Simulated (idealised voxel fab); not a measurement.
process module | voxel capacitor over wiring
cross-section cut | 160 nm wide | cells 5 nm
A cross-section is a grid of square cells, given in bands from the top down. A band is one or more rows of cells.
Each band's line starts with the height of the band's top and of its bottom, in nm. Then come its materials from left to right, each with its width in nm. One material with "throughout" fills the band from edge to edge. "air" is empty space.
Height 0 is the level under which the wafer as received is all one material. The lowest band goes on downwards, as in "0 down".
A width such as "30 to 40" changes by the same amount from each row of cells to the next, from the band's top row to its bottom row.
"no change" after a step means that no cell of the cross-section changed.
closed voids: empty space of 8 cells or more with no open way to the top, each as width x height at its distance from the left edge, in nm
after a step's settings: what the simulator itself notes on the step
overlay nm, on a step with a mask: how far to the right of its planned place the mask lay; to the left if negative
plan
1 op RECEIVE | material Si
2 op CONFORMAL_DEP | material SiO2 | thk nm 10
3 op DIRECTIONAL_DEP | material TiN | thk nm 5
4 op DIRECTIONAL_DEP | material Ru | thk nm 20
5 op DIRECTIONAL_DEP | material aC | thk nm 15
6 op PATTERN | tone cover | mask id METAL_1 | material resist | width nm 25 | pitch nm 75 | thk nm 35 | overlay nm 0
7 op DIRECTIONAL_ETCH | etch materials aC | depth nm 15
8 op STRIP | etch materials resist
9 op DIRECTIONAL_ETCH | etch materials Ru | depth nm 20
10 op DIRECTIONAL_ETCH | etch materials TiN | depth nm 5
11 op STRIP | etch materials aC
12 op FILL_DEP | material lowk | thk nm 5
13 op CMP | height nm 35
14 op CONFORMAL_DEP | material SiCN | thk nm 5
15 op DIRECTIONAL_DEP | material SiO2 | thk nm 10
16 op DIRECTIONAL_DEP | material aC | thk nm 10
17 op PATTERN | tone open | mask id PLUG_1 | material resist | width nm 15 | thk nm 30 | overlay nm 0
18 op DIRECTIONAL_ETCH | etch materials aC | depth nm 10
19 op STRIP | etch materials resist
20 op DIRECTIONAL_ETCH | etch materials SiO2 | depth nm 10
21 op DIRECTIONAL_ETCH | etch materials SiCN | depth nm 5
22 op STRIP | etch materials aC
23 op CONFORMAL_DEP | material TiN | thk nm 5
24 op FILL_DEP | material Ru | thk nm 5
25 op CMP | height nm 50
26 op DIRECTIONAL_DEP | material TiN | thk nm 10
27 op DIRECTIONAL_DEP | material HfO2 | thk nm 5
28 op DIRECTIONAL_DEP | material TiN | thk nm 10
29 op MASKED_ETCH | tone cover | mask id UPPER_PLATE | width nm 55 | etch materials TiN | depth nm 10 | overlay nm 0
30 op MASKED_ETCH | tone cover | mask id UPPER_PLATE | width nm 55 | etch materials HfO2 | depth nm 5 | overlay nm 0
31 op PATTERN | tone cover | mask id LOWER_PLATE | material resist | width nm 55 | thk nm 20 | overlay nm 0
32 op DIRECTIONAL_ETCH | etch materials TiN | depth nm 10
33 op STRIP | etch materials resist
34 op FILL_DEP | material SiO2 | thk nm 20
35 op CMP | height nm 90
36 op PATTERN | tone open | mask id PLUG_2 | material resist | width nm 15 | thk nm 20 | overlay nm 0
37 op DIRECTIONAL_ETCH | etch materials SiO2 | depth nm 15
38 op STRIP | etch materials resist
39 op CONFORMAL_DEP | material TiN | thk nm 5
40 op FILL_DEP | material W | thk nm 5
41 op CMP | height nm 90
42 op CONFORMAL_DEP | material SiN | thk nm 5
varied across the wafers: width nm of step 31. The plan shows the first wafer's value. All wafers start alike
first wafer as received, after step 1
  0 down: Si throughout
  closed voids: none
first wafer at the end, after step 42
  95 to 90: SiN throughout
  90 to 80: SiO2 50 | TiN 5 | W 5 | TiN 5 | SiO2 95
  80 to 75: SiO2 50 | TiN 15 | SiO2 95
  75 to 65: SiO2 40 | TiN 55 | SiO2 65
  65 to 60: SiO2 40 | HfO2 55 | SiO2 65
  60 to 50: SiO2 40 | TiN 55 | SiO2 65
  50 to 40: SiO2 40 | TiN 5 | Ru 5 | TiN 5 | SiO2 105
  40 to 35: SiCN 40 | TiN 15 | SiCN 105
  35 to 15: lowk 30 | Ru 25 | lowk 50 | Ru 25 | lowk 30
  15 to 10: lowk 30 | TiN 25 | lowk 50 | TiN 25 | lowk 30
  10 to 0: SiO2 throughout
  0 down: Si throughout
  closed voids: none
last wafer at the end
  95 to 90: SiN throughout
  90 to 80: SiO2 50 | TiN 5 | W 5 | TiN 5 | SiO2 95
  80 to 75: SiO2 50 | TiN 15 | SiO2 95
  75 to 65: SiO2 40 | TiN 55 | SiO2 65
  65 to 60: SiO2 40 | HfO2 55 | SiO2 65
  60 to 50: SiO2 30 | TiN 80 | SiO2 50
  50 to 40: SiO2 40 | TiN 5 | Ru 5 | TiN 5 | SiO2 105
  40 to 35: SiCN 40 | TiN 15 | SiCN 105
  35 to 15: lowk 30 | Ru 25 | lowk 50 | Ru 25 | lowk 30
  15 to 10: lowk 30 | TiN 25 | lowk 50 | TiN 25 | lowk 30
  10 to 0: SiO2 throughout
  0 down: Si throughout
  closed voids: none
each wafer at the end: cells of each material gained (+) or lost (-) since it was received, then its closed voids
width nm 55 | +11 HfO2 | +42 Ru | +29 SiCN | +32 SiN | +314 SiO2 | +68 TiN | +2 W | +110 lowk | closed voids: none
width nm 60 | +11 HfO2 | +42 Ru | +29 SiCN | +32 SiN | +312 SiO2 | +70 TiN | +2 W | +110 lowk | closed voids: none
width nm 65 | +11 HfO2 | +42 Ru | +29 SiCN | +32 SiN | +310 SiO2 | +72 TiN | +2 W | +110 lowk | closed voids: none
width nm 70 | +11 HfO2 | +42 Ru | +29 SiCN | +32 SiN | +308 SiO2 | +74 TiN | +2 W | +110 lowk | closed voids: none
width nm 75 | +11 HfO2 | +42 Ru | +29 SiCN | +32 SiN | +306 SiO2 | +76 TiN | +2 W | +110 lowk | closed voids: none
width nm 80 | +11 HfO2 | +42 Ru | +29 SiCN | +32 SiN | +304 SiO2 | +78 TiN | +2 W | +110 lowk | closed voids: none
